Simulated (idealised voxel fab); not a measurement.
Documented hereafter: the process module known as voxel capacitor over wiring.
Square cells of 5 nm make up the cross-section cut, whose width is 200 nm.
In this document a cross-section is written as a grid of square cells. It is given as a series of bands, listed from the top down, and a band is one or more rows of cells.
For a band, the entry starts with two heights in nm, that of the top and then that of the bottom, and carries on with the band's materials in order from left to right, each alongside its width in nm; the word "everywhere" beside a single material means it fills the band edge to edge, and "blank" means empty space.
For the purposes of this specification, 0 denotes the height below which the wafer in its as-received condition is composed wholly of one material, and the lowermost band, lacking a lower limit, extends downward without end, as expressed in "0 and below".
A width given as "30 to 40" starts at the first number in the band's top row and ends at the second number in its bottom row, shifting by an equal amount at every step from row to row.
For the purposes of this document, the phrase "remained the same" attached to a step denotes that no cell within the cross-section was modified by that step.
If an empty space has no open way to the top and is at least 8 cells in size, "Voids lacking openings" lists it, written width x height at distance, where distance is measured from the left edge and every value is in nm.
Heads up: the bit after the settings on a step's line is the simulator's remark on that step.
"overlay nm" denotes, for a step that has a mask, the displacement of the mask to the right of its planned place, with negative values corresponding to the left.
Each pair of cross-sections that follows straddles one process step: the one shows the state before the step, the other the state after it, down to the lowest band that changed and no further. The step in question, and its settings, are given under the pair. Note that a pair is not necessarily a continuation of the pair above it, since pairs can come from different runs of this module on the same starting wafer; it is a continuation only where its entry headed "Pre-step condition" says so.

[Pre-step condition]
  120 down to 105 | aC 60; blank 15; aC 125
  105 down to 90 | SiO2 everywhere
  90 down to 85 | SiO2 45; TiN 5; SiO2 75; TiN 5; SiO2 70
  85 down to 80 | HfO2 50; SiO2 75; HfO2 75
  80 down to 70 | TiN everywhere
  70 down to 50 | SiO2 50; TiN 5; W 5; TiN 5; SiO2 135
  50 down to 45 | SiCN 50; TiN 15; SiCN 135
  45 down to 20 | SiO2 45; W 20; SiO2 70; W 20; SiO2 45
  20 down to 15 | SiO2 45; TiN 20; SiO2 70; TiN 20; SiO2 45
  15 down to 0 | SiO2 everywhere
  0 and below | Si everywhere
  Voids lacking openings: none

[Section, Post-Step]
  120 down to 105 | aC 60; blank 15; aC 125
  105 down to 90 | SiO2 60; blank 15; SiO2 125
  All layers under 90 are left as they were.
  Voids lacking openings: none
As a process note, the step between the before and after cross-sections shown above is DIRECTIONAL_ETCH (etch materials SiO2; depth nm 15)

Pre-step condition: The structure entering this step is exactly what the pair just above shows after its step.

[Section, Post-Step]
  105 down to 90 | SiO2 60; blank 15; SiO2 125
  All layers under 90 are left as they were.
  Voids lacking openings: none
As a process note, the step between the before and after cross-sections shown above is STRIP (etch materials aC)

Pre-step condition: The structure entering this step is exactly what the pair just above shows after its step.

[Section, Post-Step]
  110 down to 105 | TiN 65; blank 5; TiN 130
  105 down to 95 | SiO2 60; TiN 5; blank 5; TiN 5; SiO2 125
  95 down to 90 | SiO2 60; TiN 15; SiO2 125
  All layers under 90 are left as they were.
  Voids lacking openings: none
As a process note, the step between the before and after cross-sections shown above is CONFORMAL_DEP (material TiN; thk nm 5)

Pre-step condition: The structure entering this step is exactly what the pair just above shows after its step.

[Section, Post-Step]
  115 down to 110 | Cu everywhere
  110 down to 105 | TiN 65; Cu 5; TiN 130
  105 down to 95 | SiO2 60; TiN 5; Cu 5; TiN 5; SiO2 125
  All layers under 95 are left as they were.
  Voids lacking openings: none
As a process note, the step between the before and after cross-sections shown above is FILL_DEP (material Cu; thk nm 5)

Pre-step condition: The structure entering this step is exactly what the pair just above shows after its step.

[Section, Post-Step]
  105 down to 95 | SiO2 60; TiN 5; Cu 5; TiN 5; SiO2 125
  All layers under 95 are left as they were.
  Voids lacking openings: none
As a process note, the step between the before and after cross-sections shown above is CMP (height nm 105)

Pre-step condition: The structure entering this step is exactly what the pair just above shows after its step.

[Section, Post-Step]
  110 down to 105 | SiN everywhere
  All layers under 105 are left as they were.
  Voids lacking openings: none
As a process note, the step between the before and after cross-sections shown above is CONFORMAL_DEP (material SiN; thk nm 5)
